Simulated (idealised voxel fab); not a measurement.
The following process module bears the name voxel self aligned vias.
Square cells of 5 nm make up the cross-section cut, whose width is 285 nm.
In this document a cross-section is written as a grid of square cells. It is given as a series of bands, listed from the top down, and a band is one or more rows of cells.
Top, bottom (nm), then materials left to right with widths (nm); lone material tagged "full width" fills the whole band edge to edge; "air" = empty space.
Measure heights from 0. That's the level where, below it, the as-received wafer is all one material. The lowest band is bottomless and extends downward; write it as in "z 0 and below".
Top row gets the first number, bottom row gets the second, and each row in between changes by the same step: that is how a band width like "30->40" works.
"nothing different" (step): cross-section cells unchanged, all of them.
Heads up: "Enclosed internal cavities" only lists the empty pockets with no open path to the top that are 8 cells or more, and it writes them as width x height at distance, distance from the left edge, in nm.
Post-settings text on a step line: simulator's own remark regarding the step.
overlay nm: for a step with a mask, the amount by which the mask lay right of where it was planned; a negative amount means left of it.

These are the steps we planned for the process
step 1: RECEIVE: material Si
step 2: CONFORMAL_DEP: material SiO2, thk nm 10
step 3: CONFORMAL_DEP: material SiCN, thk nm 5
step 4: DIRECTIONAL_DEP: material SiO2, thk nm 30
step 5: PATTERN: tone open, mask id LINES, material resist, width nm 30, pitch nm 60, thk nm 15, overlay nm 0
step 6: DIRECTIONAL_ETCH: etch materials SiO2, depth nm 30
step 7: STRIP: etch materials resist
step 8: CONFORMAL_DEP: material TiN, thk nm 5
step 9: FILL_DEP: material W, thk nm 5
step 10: CMP: height nm 45
step 11: SELECTIVE_ETCH: etch materials W Ru TiN, depth nm 10
step 12: FILL_DEP: material SiN, thk nm 5
step 13: CMP: height nm 45
step 14: DIRECTIONAL_DEP: material SiO2, thk nm 15
step 15: MASKED_ETCH: tone open, mask id VIAS, width nm 40, pitch nm 60, etch materials SiO2, depth nm 15, overlay nm 0
step 16: MASKED_ETCH: tone open, mask id VIAS, width nm 40, pitch nm 60, etch materials SiN, depth nm 10, overlay nm 0
step 17: CONFORMAL_DEP: material TiN, thk nm 5
step 18: FILL_DEP: material W, thk nm 10
step 19: CMP: height nm 60
step 20: CONFORMAL_DEP: material SiCN, thk nm 5

Wafer cross-section on receipt, i.e. after step 1
z 0 and below  Si full width
Enclosed internal cavities: none

Run as planned - first of the two wafers cross-sectioned at the end of the module
z 65 to 60  SiCN full width
z 60 to 50  SiO2=90 / TiN=5 / W=30 / TiN=5 / SiO2=20 / TiN=5 / W=30 / TiN=5 / SiO2=95
z 50 to 40  SiO2=90->95 / TiN=10->5 / W=20 / TiN=10->5 / SiO2=20->30 / TiN=10->5 / W=20 / TiN=10->5 / SiO2=95->100
z 40 to 35  SiO2=95 / TiN=30 / SiO2=30 / TiN=30 / SiO2=100
z 35 to 20  SiO2=95 / TiN=5 / W=20 / TiN=5 / SiO2=30 / TiN=5 / W=20 / TiN=5 / SiO2=100
z 20 to 15  SiO2=95 / TiN=30 / SiO2=30 / TiN=30 / SiO2=100
z 15 to 10  SiCN full width
z 10 to 0  SiO2 full width
z 0 and below  Si full width
Enclosed internal cavities: none

Here's the second of our two wafers sectioned at module end. Same start as the first, same plan, but one mistake got made running it
z 65 to 60  SiCN full width
z 60 to 50  SiO2=90 / TiN=5 / W=30 / TiN=5 / SiO2=20 / TiN=5 / W=30 / TiN=5 / SiO2=95
z 50 to 45  SiO2=90 / TiN=40 / SiO2=20 / TiN=40 / SiO2=95
z 45 to 35  SiN=90 / TiN=5 / SiO2=30 / TiN=5 / SiN=20 / TiN=5 / SiO2=30 / TiN=5 / SiN=95
z 35 to 20  W=90 / TiN=5 / SiO2=30 / TiN=5 / W=20 / TiN=5 / SiO2=30 / TiN=5 / W=95
z 20 to 15  TiN=95 / SiO2=30 / TiN=30 / SiO2=30 / TiN=100
z 15 to 10  SiCN full width
z 10 to 0  SiO2 full width
z 0 and below  Si full width
Enclosed internal cavities: none
Run error: it should be noted that step 5 was executed with settings other than those planned, the operation and settings actually applied being PATTERN: tone cover, mask id LINES, material resist, width nm 30, pitch nm 60, thk nm 15, overlay nm 0
Materials where the second wafer ends with more or fewer cells than the first: +82 SiN; -198 SiO2; +33 TiN; +83 W
